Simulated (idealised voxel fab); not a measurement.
voxel self aligned contacts: a process module
Xsec cut, 145 nm wide, square cell size 5 nm.
If you're reading a cross-section in this doc, picture square cells in a grid; it comes to you as bands, top ones listed first down to the bottom, and a band can be one or more rows of cells.
Quick guide to a band line: top height, bottom height (nm) up front; then every material left to right with its width in nm. Only one material and it's marked "full width"? Then it fills the band edge to edge. And "empty" just means empty space.
Counting heights begins at 0, where everything beneath is, in the wafer as received, one material. The lowest band has no bottom; it goes on downwards, as "top 0, no bottom" shows.
Quick explanation for "30..40": the width changes in equal steps down the rows of cells, from the first number in the band's top row to the second number in its bottom row.
The designation "stayed the same", where it is given for a processing step, indicates that no cell of the cross-section was altered in the course of that step.
"Voids lacking openings" specifies each empty space that is not open to the top and that occupies no fewer than 8 cells, using the form width x height at distance, the distance measured from the left edge and all three quantities in nm.
Post-settings text on a step line: simulator's own remark regarding the step.
Among the settings permitted on a step's line is "overlay nm"; applied to a step with a mask, it specifies the extent to which the mask lay to the right of its planned position, whereas a negative figure signifies a position to the left.

### List of planned process steps
1: RECEIVE, material Si
2: CONFORMAL_DEP, material SiO2, thk nm 5
3: DIRECTIONAL_DEP, material polySi, thk nm 30
4: DIRECTIONAL_DEP, material SiN, thk nm 20
5: DIRECTIONAL_DEP, material aC, thk nm 15
6: PATTERN, tone cover, mask id GATE, material resist, width nm 30, pitch nm 55, thk nm 30, overlay nm 0
7: DIRECTIONAL_ETCH, etch materials aC, depth nm 15
8: STRIP, etch materials resist
9: DIRECTIONAL_ETCH, etch materials SiN, depth nm 20
10: DIRECTIONAL_ETCH, etch materials polySi, depth nm 30
11: STRIP, etch materials aC
12: CONFORMAL_DEP, material SiN, thk nm 5
13: DIRECTIONAL_ETCH, etch materials SiN, depth nm 5
14: FILL_DEP, material SiO2, thk nm 10
15: CMP, height nm 60
16: MASKED_ETCH, tone open, mask id CONTACT, width nm 35, etch materials SiO2, depth nm 60, overlay nm 0
17: CONFORMAL_DEP, material TiN, thk nm 5
18: FILL_DEP, material W, thk nm 10
19: CMP, height nm 60
20: CONFORMAL_DEP, material SiN, thk nm 5

### Step 1 complete: cross-section of the wafer as received
	top 0, no bottom | Si full width
	Voids lacking openings: none

### End-of-module XS, first of two wafers, run as planned
	top 65, bottom 60 | SiN full width
	top 60, bottom 55 | SiO2 55 nm | TiN 15 nm | W 5 nm | TiN 15 nm | SiO2 55 nm
	top 55, bottom 35 | SiO2 25 nm | SiN 40 nm | TiN 5 nm | W 5 nm | TiN 5 nm | SiN 40 nm | SiO2 25 nm
	top 35, bottom 5 | SiO2 25 nm | SiN 5 nm | polySi 30 nm | SiN 5 nm | TiN 5 nm | W 5 nm | TiN 5 nm | SiN 5 nm | polySi 30 nm | SiN 5 nm | SiO2 25 nm
	top 5, bottom 0 | SiO2 65 nm | TiN 15 nm | SiO2 65 nm
	top 0, no bottom | Si full width
	Voids lacking openings: none

### Cross-sectional view of the second of two wafers upon completion of the module. This wafer shared its starting condition and process plan with the first; one error was made during its execution
	top 65, bottom 60 | SiN full width
	top 60, bottom 55 | W full width
	top 55, bottom 35 | SiN full width
	top 35, bottom 5 | polySi full width
	top 5, bottom 0 | SiO2 full width
	top 0, no bottom | Si full width
	Voids lacking openings: none
Here's what went sideways: off-plan run, step 5, actual operation and settings DIRECTIONAL_DEP, material W, thk nm 15
FYI, end of process, the second wafer has more or fewer cells of some materials than the first: +28 SiN; -119 SiO2; -29 TiN; +18 W; +102 polySi
